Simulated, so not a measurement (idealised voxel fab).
process module | voxel capacitor over wiring
cross-section cut | 280 nm wide | cells 5 nm
A cross-section is a grid of square cells, given in bands from the top down. A band is one or more rows of cells.
Each band's line starts with the height of the band's top and of its bottom, in nm. Then come its materials from left to right, each with its width in nm. One material with "throughout" fills the band from edge to edge. "air" is empty space.
Height 0 is the level under which the wafer as received is all one material. The lowest band goes on downwards, as in "0 down".
A width such as "30 to 40" changes by the same amount from each row of cells to the next, from the band's top row to its bottom row.
"no change" after a step means that no cell of the cross-section changed.
closed voids: empty space of 8 cells or more with no open way to the top, each as width x height at its distance from the left edge, in nm
after a step's settings: what the simulator itself notes on the step
overlay nm, on a step with a mask: how far to the right of its planned place the mask lay; to the left if negative
plan
1 op RECEIVE | material Si
2 op CONFORMAL_DEP | material SiO2 | thk nm 15
3 op DIRECTIONAL_DEP | material TiN | thk nm 5
4 op DIRECTIONAL_DEP | material W | thk nm 15
5 op DIRECTIONAL_DEP | material aC | thk nm 10
6 op PATTERN | tone cover | mask id METAL_1 | material resist | width nm 20 | pitch nm 70 | thk nm 30 | overlay nm 0
7 op DIRECTIONAL_ETCH | etch materials aC | depth nm 10
8 op STRIP | etch materials resist
9 op DIRECTIONAL_ETCH | etch materials W | depth nm 15
10 op DIRECTIONAL_ETCH | etch materials TiN | depth nm 5
11 op STRIP | etch materials aC
12 op FILL_DEP | material SiO2 | thk nm 5
13 op CMP | height nm 35
14 op CONFORMAL_DEP | material SiCN | thk nm 5
15 op DIRECTIONAL_DEP | material SiO2 | thk nm 15
16 op MASKED_ETCH | tone open | mask id PLUG_1 | width nm 15 | etch materials SiO2 | depth nm 15 | overlay nm 0
17 op MASKED_ETCH | tone open | mask id PLUG_1 | width nm 15 | etch materials SiCN | depth nm 5 | overlay nm 0
18 op EPI | material Ru | thk nm 10
19 op EPI | material Ru | thk nm 10
20 op DIRECTIONAL_DEP | material TiN | thk nm 10
21 op DIRECTIONAL_DEP | material SiN | thk nm 5
22 op DIRECTIONAL_DEP | material TiN | thk nm 5
23 op PATTERN | tone cover | mask id UPPER_PLATE | material resist | width nm 55 | thk nm 20 | overlay nm 0
24 op DIRECTIONAL_ETCH | etch materials TiN | depth nm 5
25 op DIRECTIONAL_ETCH | etch materials SiN | depth nm 5
26 op STRIP | etch materials resist
27 op DIRECTIONAL_DEP | material aC | thk nm 10
28 op PATTERN | tone cover | mask id LOWER_PLATE | material resist | width nm 65 | thk nm 25 | overlay nm 0
29 op DIRECTIONAL_ETCH | etch materials aC | depth nm 10
30 op STRIP | etch materials resist
31 op DIRECTIONAL_ETCH | etch materials TiN | depth nm 10
32 op STRIP | etch materials aC
33 op FILL_DEP | material SiO2 | thk nm 20
34 op CMP | height nm 90
35 op PATTERN | tone open | mask id PLUG_2 | material resist | width nm 15 | thk nm 15 | overlay nm 0
36 op DIRECTIONAL_ETCH | etch materials SiO2 | depth nm 15
37 op STRIP | etch materials resist
38 op CONFORMAL_DEP | material TiN | thk nm 5
39 op FILL_DEP | material W | thk nm 10
40 op CMP | height nm 90
41 op CONFORMAL_DEP | material SiN | thk nm 5
as received, after step 1
  0 down: Si throughout
  closed voids: none
a wafer at the end: this start, this plan, one mistake
  100 to 95: SiN throughout
  95 to 90: TiN 115 | W 5 | TiN 160
  90 to 80: SiO2 110 | TiN 5 | W 5 | TiN 5 | SiO2 155
  80 to 70: SiO2 110 to 100 | TiN 15 to 55 | SiO2 155 to 125
  70 to 65: SiO2 100 | SiN 55 | SiO2 125
  65 to 55: SiO2 95 | TiN 65 | SiO2 120
  55 to 40: SiO2 100 | Ru 15 | SiO2 165
  40 to 35: SiCN 100 | Ru 15 | SiCN 165
  35 to 20: SiO2 95 | W 20 | SiO2 50 | W 20 | SiO2 95
  20 to 15: SiO2 95 | TiN 20 | SiO2 50 | TiN 20 | SiO2 95
  15 to 0: SiO2 throughout
  0 down: Si throughout
  closed voids: none
what went wrong: step 40 ran as: op CMP | height nm 95
